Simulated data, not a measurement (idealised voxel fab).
This is a process module. Its name is voxel ribs on slabs.
Pictured: cross-section cut, 300 nm wide, on a grid of 5 nm square cells.
A cross-section is a grid of square cells, given in bands from the top down. A band is one or more rows of cells.
First you get the band's top height and its bottom height, in nm, and then the materials it's made of, left to right, with each width in nm. If you see a single material with "all across", that one covers the band edge to edge. "blank" is empty space.
Basically, 0 is our baseline, since under it the wafer straight out of the box is all one material. The bottom band has no lower end and keeps on going down, so it looks like "from 0 down".
Width spec "30->40" -> top row of cells at first value, bottom row at second value, equal per-row change in between.
"nothing altered" -> step changed no cross-section cell.
Enclosed voids (no open way to top), threshold 8 cells or more, entry "Sealed voids", notation width x height at distance, distance from left edge, nm.
Note: text after step settings on the step line = simulator remark on that step.
"overlay nm" on a masked step: distance the mask lay right of its planned place, negative for left.
**Here's what the planned process steps look like**
1. op RECEIVE | material Si
2. op DIRECTIONAL_DEP | material SiO2 | thk nm 10
3. op DIRECTIONAL_DEP | material SiN | thk nm 25
4. op DIRECTIONAL_DEP | material aC | thk nm 15
5. op PATTERN | tone cover | mask id RIB | material resist | width nm 15 | thk nm 30 | overlay nm 0
6. op DIRECTIONAL_ETCH | etch materials aC | depth nm 15
7. op STRIP | etch materials resist
8. op DIRECTIONAL_ETCH | etch materials SiN | depth nm 10
9. op STRIP | etch materials aC
10. op DIRECTIONAL_DEP | material aC | thk nm 10
11. op PATTERN | tone cover | mask id SLAB | material resist | width nm 55 | thk nm 30 | overlay nm 0
12. op DIRECTIONAL_ETCH | etch materials aC | depth nm 10
13. op STRIP | etch materials resist
14. op DIRECTIONAL_ETCH | etch materials SiN | depth nm 15
15. op STRIP | etch materials aC
16. op FILL_DEP | material SiO2 | thk nm 20
17. op CMP | height nm 55
18. op DIRECTIONAL_DEP | material W | thk nm 5
19. op DIRECTIONAL_DEP | material aC | thk nm 10
20. op PATTERN | tone cover | mask id HEATER | material resist | width nm 25 | thk nm 30 | overlay nm 0
21. op DIRECTIONAL_ETCH | etch materials aC | depth nm 10
22. op STRIP | etch materials resist
23. op DIRECTIONAL_ETCH | etch materials W | depth nm 5
24. op STRIP | etch materials aC
25. op CONFORMAL_DEP | material SiO2 | thk nm 10
Every wafer here starts from the same state; it is the step 2 thk nm that distinguishes them, and the value the plan gives belongs to the first wafer.
**The first of several wafers, as received after step 1, seen in section**
* from 0 down  Si all across
* Sealed voids: none
**Post step 25, the closing step of the module: first of several wafers, cross-sectioned**
* from 70 to 65  blank (125) | SiO2 (45) | blank (130)
* from 65 to 60  SiO2 all across
* from 60 to 55  SiO2 (135) | W (25) | SiO2 (140)
* from 55 to 35  SiO2 all across
* from 35 to 25  SiO2 (140) | SiN (15) | SiO2 (145)
* from 25 to 10  SiO2 (120) | SiN (55) | SiO2 (125)
* from 10 to 0  SiO2 all across
* from 0 down  Si all across
* Sealed voids: none
**last wafer at the end**
* from 70 to 65  blank (125) | SiO2 (45) | blank (130)
* from 65 to 60  SiO2 all across
* from 60 to 55  SiO2 (135) | W (25) | SiO2 (140)
* from 55 to 50  SiO2 (140) | SiN (15) | SiO2 (145)
* from 50 to 35  SiO2 (120) | SiN (55) | SiO2 (125)
* from 35 to 0  SiO2 all across
* from 0 down  Si all across
* Sealed voids: none
**Below, a row for every wafer. Read it as the end-of-module picture: for each material the wafer shows its cells gained (+) or lost (-) since it was received, and then its closed voids**
thk nm 10; +39 SiN; +745 SiO2; +5 W; Sealed voids: none
thk nm 15; +39 SiN; +745 SiO2; +5 W; Sealed voids: none
thk nm 20; +39 SiN; +745 SiO2; +5 W; Sealed voids: none
thk nm 25; +39 SiN; +745 SiO2; +5 W; Sealed voids: none
thk nm 30; +39 SiN; +745 SiO2; +5 W; Sealed voids: none
thk nm 35; +36 SiN; +748 SiO2; +5 W; Sealed voids: none
